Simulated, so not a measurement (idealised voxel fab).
The process module presented herein is designated voxel self aligned contacts.
The width of the displayed cross-section, cut, is 185 nm; its cells are square, with a size of 5 nm.
The cross-sections in this document take the form of a grid made of square cells. They are written out as bands, in order from top to bottom. Each band consists of one or more rows of cells.
The band entry comprises the height of the band's top followed by the height of its bottom, expressed in nm, and subsequently the band's materials from left to right, each stated together with its width in nm. Where a single material is marked with the word "throughout", that material fills the band from edge to edge. The word "air" represents empty space.
Zero point of the height axis is 0; under it, received wafer = one material. Lowest band: continues down indefinitely, "from 0 down".
A two-number width, for instance "30->40", indicates that the width is equal to the first number in the top row of the band and to the second number in the bottom row, and that it changes by a constant amount per row of cells.
You'll sometimes find "remained unchanged" written for a step, and that's the way of saying that nowhere in the cross-section did a cell change during that step.
"Encapsulated voids" contains a list of empty spaces, each no smaller than 8 cells and without an open way to the top, written in the form width x height at distance with the distance from the left edge and all three in nm.
Read whatever lies past the settings on a step's line as the simulator's own remark about the step.
The setting "overlay nm" may be written on the line of a step. When the step uses a mask, the value reports how far to the right of the planned place the mask lay, and a negative value reports that it lay to the left.
LISTED BELOW ARE THE PROCESS STEPS AS PLANNED
step 1: RECEIVE,material Si
step 2: CONFORMAL_DEP,material SiO2,thk nm 5
step 3: DIRECTIONAL_DEP,material polySi,thk nm 20
step 4: DIRECTIONAL_DEP,material SiN,thk nm 15
step 5: PATTERN,tone cover,mask id GATE,material resist,width nm 30,pitch nm 60,thk nm 15,overlay nm 0
step 6: DIRECTIONAL_ETCH,etch materials SiN,depth nm 15
step 7: DIRECTIONAL_ETCH,etch materials polySi,depth nm 20
step 8: STRIP,etch materials resist
step 9: CONFORMAL_DEP,material SiN,thk nm 5
step 10: DIRECTIONAL_ETCH,etch materials SiN,depth nm 5
step 11: FILL_DEP,material SiO2,thk nm 15
step 12: CMP,height nm 45
step 13: MASKED_ETCH,tone open,mask id CONTACT,width nm 40,pitch nm 60,etch materials SiO2,depth nm 45,overlay nm -15
step 14: CONFORMAL_DEP,material TiN,thk nm 5
step 15: FILL_DEP,material W,thk nm 5
step 16: CMP,height nm 45
step 17: CONFORMAL_DEP,material SiCN,thk nm 5
Every wafer here starts from the same state; it is the step 13 overlay nm that distinguishes them, and the value the plan gives belongs to the first wafer.
CROSS-SECTION OF THE FIRST INCOMING WAFER OF SEVERAL, STATE AFTER STEP 1
  from 0 down | Si throughout
  Encapsulated voids: none
EVERY ROW IN THIS TABLE IS A WAFER AT THE END OF THE MODULE, AND IT GIVES, FOR EACH OF THE MATERIALS, THE CELLS THAT WAFER HAS GAINED (+) OR LOST (-) SINCE IT WAS RECEIVED, THEN ITS CLOSED VOIDS
overlay nm -15 | +37 SiCN | +96 SiN | +101 SiO2 | +48 TiN | +16 W | +72 polySi | Encapsulated voids: none
overlay nm -10 | +37 SiCN | +96 SiN | +85 SiO2 | +48 TiN | +32 W | +72 polySi | Encapsulated voids: none
overlay nm -5 | +37 SiCN | +96 SiN | +85 SiO2 | +48 TiN | +32 W | +72 polySi | Encapsulated voids: none
overlay nm 0 | +37 SiCN | +96 SiN | +85 SiO2 | +48 TiN | +32 W | +72 polySi | Encapsulated voids: none
overlay nm 5 | +37 SiCN | +96 SiN | +85 SiO2 | +48 TiN | +32 W | +72 polySi | Encapsulated voids: none
overlay nm 10 | +37 SiCN | +96 SiN | +85 SiO2 | +48 TiN | +32 W | +72 polySi | Encapsulated voids: none
overlay nm 15 | +37 SiCN | +96 SiN | +101 SiO2 | +48 TiN | +16 W | +72 polySi | Encapsulated voids: none
